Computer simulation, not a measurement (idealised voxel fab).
process module | voxel capacitor over wiring
cross-section cut | 225 nm wide | cells 5 nm
A cross-section is a grid of square cells, given in bands from the top down. A band is one or more rows of cells.
Each band's line starts with the height of the band's top and of its bottom, in nm. Then come its materials from left to right, each with its width in nm. One material with "throughout" fills the band from edge to edge. "air" is empty space.
Height 0 is the level under which the wafer as received is all one material. The lowest band goes on downwards, as in "0 down".
A width such as "30 to 40" changes by the same amount from each row of cells to the next, from the band's top row to its bottom row.
"no change" after a step means that no cell of the cross-section changed.
closed voids: empty space of 8 cells or more with no open way to the top, each as width x height at its distance from the left edge, in nm
after a step's settings: what the simulator itself notes on the step
overlay nm, on a step with a mask: how far to the right of its planned place the mask lay; to the left if negative
plan
1 op RECEIVE | material Si
2 op CONFORMAL_DEP | material SiO2 | thk nm 15
3 op CONFORMAL_DEP | material SiN | thk nm 5
4 op DIRECTIONAL_DEP | material SiO2 | thk nm 25
5 op DIRECTIONAL_DEP | material aC | thk nm 10
6 op PATTERN | tone open | mask id METAL_1 | material resist | width nm 25 | pitch nm 85 | thk nm 30 | overlay nm 0
7 op DIRECTIONAL_ETCH | etch materials aC | depth nm 10
8 op STRIP | etch materials resist
9 op DIRECTIONAL_ETCH | etch materials SiO2 | depth nm 25
10 op DIRECTIONAL_ETCH | etch materials SiN | depth nm 5
11 op STRIP | etch materials aC
12 op CONFORMAL_DEP | material TiN | thk nm 5
13 op FILL_DEP | material Ru | thk nm 5
14 op CMP | height nm 45
15 op EPI | material Ru | thk nm 5
16 op FILL_DEP | material SiCN | thk nm 5
17 op DIRECTIONAL_DEP | material SiO2 | thk nm 15
18 op MASKED_ETCH | tone open | mask id PLUG_1 | width nm 15 | etch materials SiO2 | depth nm 15 | overlay nm 0
19 op MASKED_ETCH | tone open | mask id PLUG_1 | width nm 15 | etch materials SiCN | depth nm 5 | overlay nm 0
20 op CONFORMAL_DEP | material TiN | thk nm 5
21 op FILL_DEP | material W | thk nm 10
22 op CMP | height nm 70
23 op DIRECTIONAL_DEP | material TiN | thk nm 10
24 op DIRECTIONAL_DEP | material Al2O3 | thk nm 5
25 op DIRECTIONAL_DEP | material TiN | thk nm 10
26 op PATTERN | tone cover | mask id UPPER_PLATE | material resist | width nm 65 | thk nm 15 | overlay nm 0
27 op DIRECTIONAL_ETCH | etch materials TiN | depth nm 10
28 op DIRECTIONAL_ETCH | etch materials Al2O3 | depth nm 5
29 op STRIP | etch materials resist
30 op DIRECTIONAL_DEP | material aC | thk nm 15
31 op PATTERN | tone cover | mask id LOWER_PLATE | material resist | width nm 75 | thk nm 30 | overlay nm 0
32 op DIRECTIONAL_ETCH | etch materials aC | depth nm 15
33 op STRIP | etch materials resist
34 op DIRECTIONAL_ETCH | etch materials TiN | depth nm 10
35 op STRIP | etch materials aC
36 op FILL_DEP | material SiO2 | thk nm 15
37 op CMP | height nm 105
38 op PATTERN | tone open | mask id PLUG_2 | material resist | width nm 15 | thk nm 20 | overlay nm -15
39 op DIRECTIONAL_ETCH | etch materials SiO2 | depth nm 10
40 op STRIP | etch materials resist
41 op CONFORMAL_DEP | material TiN | thk nm 5
42 op FILL_DEP | material Cu | thk nm 10
43 op CMP | height nm 105
44 op CONFORMAL_DEP | material SiCN | thk nm 5
varied across the wafers: overlay nm of step 38. The plan shows the first wafer's value. All wafers start alike
first wafer as received, after step 1
  0 down: Si throughout
  closed voids: none
each wafer at the end: cells of each material gained (+) or lost (-) since it was received, then its closed voids
overlay nm -15 | +13 Al2O3 | +1 Cu | +44 Ru | +118 SiCN | +35 SiN | +676 SiO2 | +100 TiN | +3 W | closed voids: none
overlay nm -10 | +13 Al2O3 | +1 Cu | +44 Ru | +118 SiCN | +35 SiN | +676 SiO2 | +100 TiN | +3 W | closed voids: none
overlay nm -5 | +13 Al2O3 | +1 Cu | +44 Ru | +118 SiCN | +35 SiN | +676 SiO2 | +100 TiN | +3 W | closed voids: none
overlay nm 0 | +13 Al2O3 | +1 Cu | +44 Ru | +118 SiCN | +35 SiN | +676 SiO2 | +100 TiN | +3 W | closed voids: none
overlay nm 5 | +13 Al2O3 | +1 Cu | +44 Ru | +118 SiCN | +35 SiN | +676 SiO2 | +100 TiN | +3 W | closed voids: none
overlay nm 10 | +13 Al2O3 | +1 Cu | +44 Ru | +118 SiCN | +35 SiN | +676 SiO2 | +100 TiN | +3 W | closed voids: none
overlay nm 15 | +13 Al2O3 | +1 Cu | +44 Ru | +118 SiCN | +35 SiN | +676 SiO2 | +100 TiN | +3 W | closed voids: none
